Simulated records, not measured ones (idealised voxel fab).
process module | voxel self aligned contacts
cross-section cut | 195 nm wide | cells 5 nm
A cross-section is a grid of square cells, given in bands from the top down. A band is one or more rows of cells.
Each band's line starts with the height of the band's top and of its bottom, in nm. Then come its materials from left to right, each with its width in nm. One material with "throughout" fills the band from edge to edge. "air" is empty space.
Height 0 is the level under which the wafer as received is all one material. The lowest band goes on downwards, as in "0 down".
A width such as "30 to 40" changes by the same amount from each row of cells to the next, from the band's top row to its bottom row.
"no change" after a step means that no cell of the cross-section changed.
closed voids: empty space of 8 cells or more with no open way to the top, each as width x height at its distance from the left edge, in nm
after a step's settings: what the simulator itself notes on the step
overlay nm, on a step with a mask: how far to the right of its planned place the mask lay; to the left if negative
plan
1 op RECEIVE | material Si
2 op CONFORMAL_DEP | material SiO2 | thk nm 5
3 op DIRECTIONAL_DEP | material polySi | thk nm 30
4 op DIRECTIONAL_DEP | material SiN | thk nm 15
5 op PATTERN | tone cover | mask id GATE | material resist | width nm 30 | pitch nm 65 | thk nm 15 | overlay nm 0
6 op DIRECTIONAL_ETCH | etch materials SiN | depth nm 15
7 op DIRECTIONAL_ETCH | etch materials polySi | depth nm 30
8 op STRIP | etch materials resist
9 op CONFORMAL_DEP | material SiN | thk nm 5
10 op DIRECTIONAL_ETCH | etch materials SiN | depth nm 5
11 op FILL_DEP | material SiO2 | thk nm 15
12 op CMP | height nm 60
13 op MASKED_ETCH | tone open | mask id CONTACT | width nm 45 | pitch nm 65 | etch materials SiO2 | depth nm 60 | overlay nm 0
14 op CONFORMAL_DEP | material TiN | thk nm 5
15 op FILL_DEP | material Ru | thk nm 5
16 op CMP | height nm 60
17 op CONFORMAL_DEP | material SiCN | thk nm 5
as received, after step 1
  0 down: Si throughout
  closed voids: none
a wafer at the end: this start, this plan, one mistake
  65 to 60: SiCN throughout
  60 to 50: SiO2 45 | TiN 5 to 10 | Ru 25 to 15 | TiN 5 to 10 | SiO2 30 | TiN 5 to 10 | Ru 25 to 15 | TiN 5 to 10 | SiO2 50
  50 to 35: SiO2 10 | SiN 40 | TiN 5 | Ru 15 | TiN 5 | SiN 40 | TiN 5 | Ru 15 | TiN 5 | SiN 40 | SiO2 15
  35 to 5: SiO2 10 | SiN 5 | polySi 30 | SiN 5 | TiN 5 | Ru 15 | TiN 5 | SiN 5 | polySi 30 | SiN 5 | TiN 5 | Ru 15 | TiN 5 | SiN 5 | polySi 30 | SiN 5 | SiO2 15
  5 to 0: SiO2 50 | TiN 25 | SiO2 40 | TiN 25 | SiO2 55
  0 down: Si throughout
  closed voids: none
what went wrong: step 13 ran as: op MASKED_ETCH | tone open | mask id CONTACT | width nm 35 | pitch nm 65 | etch materials SiO2 | depth nm 60 | overlay nm 0
